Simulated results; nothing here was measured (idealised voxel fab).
process module | voxel gate over fins
Each square cell in cross-section cut measures 5 nm, and the section as a whole is 240 nm wide.
Each cross-section below is a grid of square cells, stated as bands in top-down order, with one or more rows of cells making up each band.
Band: top and bottom heights (nm) first, top before bottom; then materials from left to right, widths in nm. "throughout" marks a sole material filling the band edge to edge. "empty" denotes empty space.
All heights in this document are referenced to 0, defined as the level beneath which the wafer, as received, consists entirely of one material. The lowest band is not bounded below; it extends indefinitely downward and is written in the form "0..down".
You'd read "30->40" like this: the band's top row of cells is as wide as the first number, its bottom row is as wide as the second, and going down, every row changes width by the same amount as the row before did.
Reading "no alteration" for a step: not a cell of the cross-section changed in it.
Empty spaces counting at least 8 cells and having no open way to the top are listed in "Cavities, sealed". The notation width x height at distance is used for each, the distance being from the left edge and all three values in nm.
Where a step's line continues beyond its settings, the continuation is a remark by the simulator itself on that step.
"overlay nm" denotes, for a step that has a mask, the displacement of the mask to the right of its planned place, with negative values corresponding to the left.

So here's the lineup of process steps we planned:
- 1: op RECEIVE | material Si
- 2: op CONFORMAL_DEP | material SiN | thk nm 5
- 3: op PATTERN | tone cover | mask id FINS | material resist | width nm 15 | pitch nm 60 | thk nm 15 | overlay nm 0
- 4: op DIRECTIONAL_ETCH | etch materials SiN | depth nm 5
- 5: op DIRECTIONAL_ETCH | etch materials Si | depth nm 35
- 6: op STRIP | etch materials resist
- 7: op OXIDIZE | depth nm 5
- 8: op FILL_DEP | material SiO2 | thk nm 5
- 9: op CMP | height nm 5
- 10: op MASKED_ETCH | tone open | mask id RAIL | width nm 15 | etch materials SiO2 | depth nm 35 | overlay nm 0
- 11: op CONFORMAL_DEP | material TiN | thk nm 5
- 12: op FILL_DEP | material W | thk nm 5
- 13: op CMP | height nm 5
- 14: op SELECTIVE_ETCH | etch materials W Ru TiN | depth nm 25
- 15: op FILL_DEP | material SiO2 | thk nm 5
- 16: op CMP | height nm 5
- 17: op SELECTIVE_ETCH | etch materials SiO2 | depth nm 10
- 18: op STRIP | etch materials SiN
- 19: op CONFORMAL_DEP | material HfO2 | thk nm 5
- 20: op CONFORMAL_DEP | material TiN | thk nm 5
- 21: op FILL_DEP | material W | thk nm 15
- 22: op CMP | height nm 20
- 23: op CONFORMAL_DEP | material SiN | thk nm 5
For this document, wafers share an identical start and vary in the step 17 depth nm; the plan quotes the first wafer's value.

Received wafers, first of several: cross-section after step 1:
    0..down | Si throughout
    Cavities, sealed: none

Cross-section, first of several wafers, end of module, after last step 23:
    25..20 | SiN throughout
    20..10 | W throughout
    10..5 | 45 W, 25 TiN, 35 W, 25 TiN, 35 W, 25 TiN, 50 W
    5..0 | 50 TiN, 15 HfO2, 45 TiN, 15 HfO2, 45 TiN, 15 HfO2, 55 TiN
    0..-5 | 55 HfO2, 5 Si, 55 HfO2, 5 Si, 55 HfO2, 5 Si, 60 HfO2
    -5..-20 | 55 SiO2, 5 Si, 55 SiO2, 5 Si, 55 SiO2, 5 Si, 60 SiO2
    -20..-25 | 55 SiO2, 5 Si, 20 SiO2, 5 TiN, 5 W, 5 TiN, 20 SiO2, 5 Si, 55 SiO2, 5 Si, 60 SiO2
    -25..-30 | 55 SiO2, 5 Si, 20 SiO2, 15 TiN, 20 SiO2, 5 Si, 55 SiO2, 5 Si, 60 SiO2
    -30..-40 | 55 SiO2, 5 Si, 55 SiO2, 5 Si, 55 SiO2, 5 Si, 60 SiO2
    -40..down | Si throughout
    Cavities, sealed: none

Here we cross-sectioned the last of the wafers once the module was done:
    25..20 | SiN throughout
    20..10 | W throughout
    10..5 | 45 W, 25 TiN, 35 W, 25 TiN, 35 W, 25 TiN, 50 W
    5..0 | 45 W, 5 TiN, 15 HfO2, 5 TiN, 35 W, 5 TiN, 15 HfO2, 5 TiN, 35 W, 5 TiN, 15 HfO2, 5 TiN, 50 W
    0..-10 | 45 W, 5 TiN, 5 HfO2, 5 Si, 5 HfO2, 5 TiN, 35 W, 5 TiN, 5 HfO2, 5 Si, 5 HfO2, 5 TiN, 35 W, 5 TiN, 5 HfO2, 5 Si, 5 HfO2, 5 TiN, 50 W
    -10..-15 | 45 W, 5 TiN, 5 HfO2, 5 Si, 5 HfO2, 45 TiN, 5 HfO2, 5 Si, 5 HfO2, 5 TiN, 35 W, 5 TiN, 5 HfO2, 5 Si, 5 HfO2, 5 TiN, 50 W
    -15..-20 | 45 W, 5 TiN, 5 HfO2, 5 Si, 5 HfO2, 10 TiN, 25 HfO2, 10 TiN, 5 HfO2, 5 Si, 5 HfO2, 5 TiN, 35 W, 5 TiN, 5 HfO2, 5 Si, 5 HfO2, 5 TiN, 50 W
    -20..-25 | 50 TiN, 5 HfO2, 5 Si, 5 HfO2, 10 TiN, 5 HfO2, 5 TiN, 5 W, 5 TiN, 5 HfO2, 10 TiN, 5 HfO2, 5 Si, 5 HfO2, 45 TiN, 5 HfO2, 5 Si, 5 HfO2, 55 TiN
    -25..-30 | 55 HfO2, 5 Si, 20 HfO2, 15 TiN, 20 HfO2, 5 Si, 55 HfO2, 5 Si, 60 HfO2
    -30..-40 | 55 SiO2, 5 Si, 55 SiO2, 5 Si, 55 SiO2, 5 Si, 60 SiO2
    -40..down | Si throughout
    Cavities, sealed: none

Each row below is a wafer at the end of the module, listing for every material the number of cells it has gained (+) or lost (-) since it was received, followed by its closed voids:
depth nm 10, +54 HfO2, -360 Si, +48 SiN, +309 SiO2, +59 TiN, +130 W, Cavities, sealed: none
depth nm 15, +60 HfO2, -360 Si, +48 SiN, +264 SiO2, +65 TiN, +163 W, Cavities, sealed: none
depth nm 20, +66 HfO2, -360 Si, +48 SiN, +219 SiO2, +71 TiN, +196 W, Cavities, sealed: none
depth nm 25, +72 HfO2, -360 Si, +48 SiN, +174 SiO2, +77 TiN, +229 W, Cavities, sealed: none
depth nm 30, +80 HfO2, -360 Si, +48 SiN, +132 SiO2, +85 TiN, +255 W, Cavities, sealed: none
depth nm 35, +88 HfO2, -360 Si, +48 SiN, +90 SiO2, +93 TiN, +281 W, Cavities, sealed: none
